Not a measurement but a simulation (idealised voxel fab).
Module name: voxel ribs on slabs (process module)
Cross-section cut spans 170 nm and uses square cells 5 nm in size.
Reading order for cross-sections: top band down to bottom band. Underlying form: a grid of square cells. Band size: one or more rows of cells.
Each band's line starts with the height of the band's top and of its bottom, in nm. Then come its materials from left to right, each with its width in nm. One material with "full width" fills the band from edge to edge. "empty" is empty space.
Heads up on the height convention: 0 is the point under which the incoming wafer is all one material, and the lowest band has no bottom, it just keeps going down, like "top 0, no bottom".
With a width like "30 to 40", each row of cells in the band differs from the next by the same amount, the top row carrying the first number and the bottom row the second.
"changes: none" -> step changed no cross-section cell.
"Sealed internal voids" specifies each empty space that is not open to the top and that occupies no fewer than 8 cells, using the form width x height at distance, the distance measured from the left edge and all three quantities in nm.
On each step's line, the part that comes after the settings is the simulator's own comment on the step.
overlay nm: mask offset rightward from planned place, masked step; negative means leftward offset.

# Below is the list of planned process steps
1) RECEIVE: material Si
2) DIRECTIONAL_DEP: material SiO2, thk nm 30
3) DIRECTIONAL_DEP: material polySi, thk nm 25
4) DIRECTIONAL_DEP: material aC, thk nm 10
5) PATTERN: tone cover, mask id RIB, material resist, width nm 25, thk nm 30, overlay nm 0
6) DIRECTIONAL_ETCH: etch materials aC, depth nm 10
7) STRIP: etch materials resist
8) DIRECTIONAL_ETCH: etch materials polySi, depth nm 10
9) STRIP: etch materials aC
10) MASKED_ETCH: tone cover, mask id SLAB, width nm 55, etch materials polySi, depth nm 15, overlay nm 0
11) FILL_DEP: material SiO2, thk nm 25
12) CMP: height nm 75
13) DIRECTIONAL_DEP: material W, thk nm 10
14) DIRECTIONAL_DEP: material aC, thk nm 15
15) PATTERN: tone cover, mask id HEATER, material resist, width nm 35, thk nm 30, overlay nm 0
16) DIRECTIONAL_ETCH: etch materials aC, depth nm 15
17) STRIP: etch materials resist
18) DIRECTIONAL_ETCH: etch materials W, depth nm 10
19) STRIP: etch materials aC
20) CONFORMAL_DEP: material SiO2, thk nm 5

# Wafer as received: cross-section following step 1
* top 0, no bottom | Si full width
* Sealed internal voids: none

# Wafer cross-section at module end: first of two, run to plan
* top 90, bottom 85 | 60 empty, 45 SiO2, 65 empty
* top 85, bottom 80 | 60 empty, 5 SiO2, 35 W, 5 SiO2, 65 empty
* top 80, bottom 75 | 65 SiO2, 35 W, 70 SiO2
* top 75, bottom 55 | SiO2 full width
* top 55, bottom 45 | 70 SiO2, 25 polySi, 75 SiO2
* top 45, bottom 30 | 55 SiO2, 55 polySi, 60 SiO2
* top 30, bottom 0 | SiO2 full width
* top 0, no bottom | Si full width
* Sealed internal voids: none

# Now the second wafer, cross-sectioned at the end of the module. Nothing different at the start, nothing different in the plan compared with the first, just one mistake when it was actually run
* top 85, bottom 75 | 65 empty, 35 W, 70 empty
* top 75, bottom 55 | SiO2 full width
* top 55, bottom 45 | 70 SiO2, 25 polySi, 75 SiO2
* top 45, bottom 30 | 55 SiO2, 55 polySi, 60 SiO2
* top 30, bottom 0 | SiO2 full width
* top 0, no bottom | Si full width
* Sealed internal voids: none
It is concluded that the wafer was processed incorrectly with respect to the plan, in that execution of step 20 of the plan did not take place, the step having been omitted
Final cells, second wafer relative to first, materials higher or lower: 38 fewer of SiO2
